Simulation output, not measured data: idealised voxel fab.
process module | voxel capacitor over wiring
cross-section cut | 180 nm wide | cells 5 nm
A cross-section is a grid of square cells, given in bands from the top down. A band is one or more rows of cells.
Each band's line starts with the height of the band's top and of its bottom, in nm. Then come its materials from left to right, each with its width in nm. One material with "throughout" fills the band from edge to edge. "air" is empty space.
Height 0 is the level under which the wafer as received is all one material. The lowest band goes on downwards, as in "0 down".
A width such as "30 to 40" changes by the same amount from each row of cells to the next, from the band's top row to its bottom row.
"no change" after a step means that no cell of the cross-section changed.
closed voids: empty space of 8 cells or more with no open way to the top, each as width x height at its distance from the left edge, in nm
after a step's settings: what the simulator itself notes on the step
overlay nm, on a step with a mask: how far to the right of its planned place the mask lay; to the left if negative
plan
1 op RECEIVE | material Si
2 op CONFORMAL_DEP | material SiO2 | thk nm 15
3 op CONFORMAL_DEP | material SiN | thk nm 5
4 op DIRECTIONAL_DEP | material lowk | thk nm 20
5 op DIRECTIONAL_DEP | material aC | thk nm 10
6 op PATTERN | tone open | mask id METAL_1 | material resist | width nm 25 | pitch nm 75 | thk nm 30 | overlay nm 0
7 op DIRECTIONAL_ETCH | etch materials aC | depth nm 10
8 op STRIP | etch materials resist
9 op DIRECTIONAL_ETCH | etch materials lowk | depth nm 20
10 op DIRECTIONAL_ETCH | etch materials SiN | depth nm 5
11 op STRIP | etch materials aC
12 op CONFORMAL_DEP | material TiN | thk nm 5
13 op FILL_DEP | material W | thk nm 10
14 op CMP | height nm 40
15 op CONFORMAL_DEP | material SiCN | thk nm 5
16 op DIRECTIONAL_DEP | material lowk | thk nm 15
17 op DIRECTIONAL_DEP | material aC | thk nm 15
18 op PATTERN | tone open | mask id PLUG_1 | material resist | width nm 15 | thk nm 35 | overlay nm 0
19 op DIRECTIONAL_ETCH | etch materials aC | depth nm 15
20 op STRIP | etch materials resist
21 op DIRECTIONAL_ETCH | etch materials lowk | depth nm 15
22 op DIRECTIONAL_ETCH | etch materials SiCN | depth nm 5
23 op STRIP | etch materials aC
24 op CONFORMAL_DEP | material TiN | thk nm 5
25 op FILL_DEP | material Ru | thk nm 5
26 op CMP | height nm 60
27 op DIRECTIONAL_DEP | material TiN | thk nm 10
28 op DIRECTIONAL_DEP | material Al2O3 | thk nm 5
29 op DIRECTIONAL_DEP | material TiN | thk nm 5
30 op PATTERN | tone cover | mask id UPPER_PLATE | material resist | width nm 55 | thk nm 20 | overlay nm 0
31 op DIRECTIONAL_ETCH | etch materials TiN | depth nm 5
32 op DIRECTIONAL_ETCH | etch materials Al2O3 | depth nm 5
33 op STRIP | etch materials resist
34 op PATTERN | tone cover | mask id LOWER_PLATE | material resist | width nm 65 | thk nm 20 | overlay nm 0
35 op DIRECTIONAL_ETCH | etch materials TiN | depth nm 10
36 op STRIP | etch materials resist
37 op FILL_DEP | material SiO2 | thk nm 20
38 op CMP | height nm 95
39 op DIRECTIONAL_DEP | material aC | thk nm 15
40 op PATTERN | tone open | mask id PLUG_2 | material resist | width nm 15 | thk nm 30 | overlay nm 0
41 op DIRECTIONAL_ETCH | etch materials aC | depth nm 15
42 op STRIP | etch materials resist
43 op DIRECTIONAL_ETCH | etch materials SiO2 | depth nm 15
44 op STRIP | etch materials aC
45 op CONFORMAL_DEP | material TiN | thk nm 5
46 op FILL_DEP | material Cu | thk nm 10
47 op CMP | height nm 95
48 op CONFORMAL_DEP | material SiN | thk nm 5
as received, after step 1
  0 down: Si throughout
  closed voids: none
a wafer at the end: this start, this plan, one mistake
  100 to 95: SiN throughout
  95 to 85: SiO2 60 | TiN 5 | Cu 5 | TiN 5 | SiO2 105
  85 to 75: SiO2 60 to 50 | TiN 15 to 55 | SiO2 105 to 75
  75 to 70: SiO2 50 | Al2O3 55 | SiO2 75
  70 to 60: SiO2 45 | TiN 65 | SiO2 70
  60 to 45: lowk 50 | TiN 5 | Ru 5 | TiN 5 | lowk 115
  45 to 40: SiCN 50 | TiN 15 | SiCN 115
  40 to 35: lowk 40 | TiN 5 | W 15 | TiN 5 | lowk 50 | TiN 5 | W 15 | TiN 5 | lowk 40
  35 to 30: SiN 40 | TiN 25 | SiN 50 | TiN 25 | SiN 40
  30 to 0: SiO2 throughout
  0 down: Si throughout
  closed voids: none
what went wrong: step 2 was run twice
